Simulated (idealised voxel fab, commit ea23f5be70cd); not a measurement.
You're looking at the process module voxel plated lines.
Pictured: cross-section cut, 270 nm wide, on a grid of 5 nm square cells.
In what follows, cross-sections appear as grids of square cells, described through bands that run from the top down, where every band is one or more rows of cells. Heights first: top, then bottom, in nm. Then materials, left to right, each with a width in nm. "all across" on a single material: fills the band edge to edge. "blank": empty space. Beneath 0, the wafer as received is one material, and that level is where height counting begins. The lowest band goes on downward without a bottom; it is written like "0..down". Note: "30->40" means the width goes from the first number (top row of the band) to the second number (bottom row) in equal steps per row of cells. Where a step carries "identical to before", the cross-section came out of it unchanged, cell for cell. "Enclosed void listing" contains a list of empty spaces, each no smaller than 8 cells and without an open way to the top, written in the form width x height at distance with the distance from the left edge and all three in nm. Note: text after step settings on the step line = simulator remark on that step. "overlay nm" answers the question of how far to the right of plan the mask lay on a step that has a mask, and when it is negative the answer is to the left.

These are the steps we planned for the process:
step 1: op RECEIVE | material Si
step 2: op CONFORMAL_DEP | material Al2O3 | thk nm 15
step 3: op DIRECTIONAL_DEP | material TiN | thk nm 5
step 4: op PATTERN | tone open | mask id LINES | material resist | width nm 15 | pitch nm 35 | thk nm 30 | overlay nm 0
step 5: op EPI | material Ru | thk nm 10
step 6: op EPI | material Ru | thk nm 5
step 7: op STRIP | etch materials resist
step 8: op DIRECTIONAL_ETCH | etch materials TiN | depth nm 5
step 9: op CONFORMAL_DEP | material SiO2 | thk nm 5

First wafer, two in total, run as planned:

Cross-section of the wafer as it came to us, i.e., already through step 1:
    0..down: Si all across
    Enclosed void listing: none

After step 2, in cross-section:
    15..0: Al2O3 all across
    Note: structure below 0 unchanged.

After step 3, in cross-section:
    20..15: TiN all across
    Note: structure below 15 unchanged.

After step 4, in cross-section:
    50..20: 110 of resist; 15 of blank; 20 of resist; 15 of blank; 110 of resist
    Note: structure below 20 unchanged.

After step 5, in cross-section:
    50..30: 110 of resist; 15 of blank; 20 of resist; 15 of blank; 110 of resist
    30..20: 110 of resist; 15 of Ru; 20 of resist; 15 of Ru; 110 of resist
    Note: structure below 20 unchanged.

After step 6, in cross-section:
    50..35: 110 of resist; 15 of blank; 20 of resist; 15 of blank; 110 of resist
    35..20: 110 of resist; 15 of Ru; 20 of resist; 15 of Ru; 110 of resist
    Note: structure below 20 unchanged.

After step 7, in cross-section:
    35..20: 110 of blank; 15 of Ru; 20 of blank; 15 of Ru; 110 of blank
    Note: structure below 20 unchanged.

After step 8, in cross-section:
    35..20: 110 of blank; 15 of Ru; 20 of blank; 15 of Ru; 110 of blank
    20..15: 110 of blank; 15 of TiN; 20 of blank; 15 of TiN; 110 of blank
    Note: structure below 15 unchanged.

After step 9, in cross-section:
    40..35: 105 of blank; 25 of SiO2; 10 of blank; 25 of SiO2; 105 of blank
    35..20: 105 of blank; 5 of SiO2; 15 of Ru; 5 of SiO2; 10 of blank; 5 of SiO2; 15 of Ru; 5 of SiO2; 105 of blank
    20..15: 110 of SiO2; 15 of TiN; 20 of SiO2; 15 of TiN; 110 of SiO2
    Note: structure below 15 unchanged.

Wafer two of two - same starting point, same process plan, one mistake in execution; matches wafer one up to and including step 3:

Cross-section of the second wafer corresponding to the planned conclusion of step 4:
    50..20: 110 of resist; 20 of blank; 15 of resist; 20 of blank; 105 of resist
    Note: structure below 20 unchanged.

Cross-section of the second wafer corresponding to the planned conclusion of step 5:
    50..30: 110 of resist; 20 of blank; 15 of resist; 20 of blank; 105 of resist
    30..20: 110 of resist; 20 of Ru; 15 of resist; 20 of Ru; 105 of resist
    Note: structure below 20 unchanged.

Cross-section of the second wafer corresponding to the planned conclusion of step 6:
    50..35: 110 of resist; 20 of blank; 15 of resist; 20 of blank; 105 of resist
    35..20: 110 of resist; 20 of Ru; 15 of resist; 20 of Ru; 105 of resist
    Note: structure below 20 unchanged.

Cross-section of the second wafer corresponding to the planned conclusion of step 7:
    35..20: 110 of blank; 20 of Ru; 15 of blank; 20 of Ru; 105 of blank
    Note: structure below 20 unchanged.

Cross-section of the second wafer corresponding to the planned conclusion of step 8:
    35..20: 110 of blank; 20 of Ru; 15 of blank; 20 of Ru; 105 of blank
    20..15: 110 of blank; 20 of TiN; 15 of blank; 20 of TiN; 105 of blank
    Note: structure below 15 unchanged.

Cross-section of the second wafer corresponding to the planned conclusion of step 9:
    40..35: 105 of blank; 30 of SiO2; 5 of blank; 30 of SiO2; 100 of blank
    35..20: 105 of blank; 5 of SiO2; 20 of Ru; 5 of SiO2; 5 of blank; 5 of SiO2; 20 of Ru; 5 of SiO2; 100 of blank
    20..15: 110 of SiO2; 20 of TiN; 15 of SiO2; 20 of TiN; 105 of SiO2
    Note: structure below 15 unchanged.
Processing error: not per plan at step 4, really ran op PATTERN | tone open | mask id LINES | material resist | width nm 20 | pitch nm 35 | thk nm 30 | overlay nm 0
FYI, end of process, the second wafer has more or fewer cells of some materials than the first: 6 more of Ru | 2 more of TiN
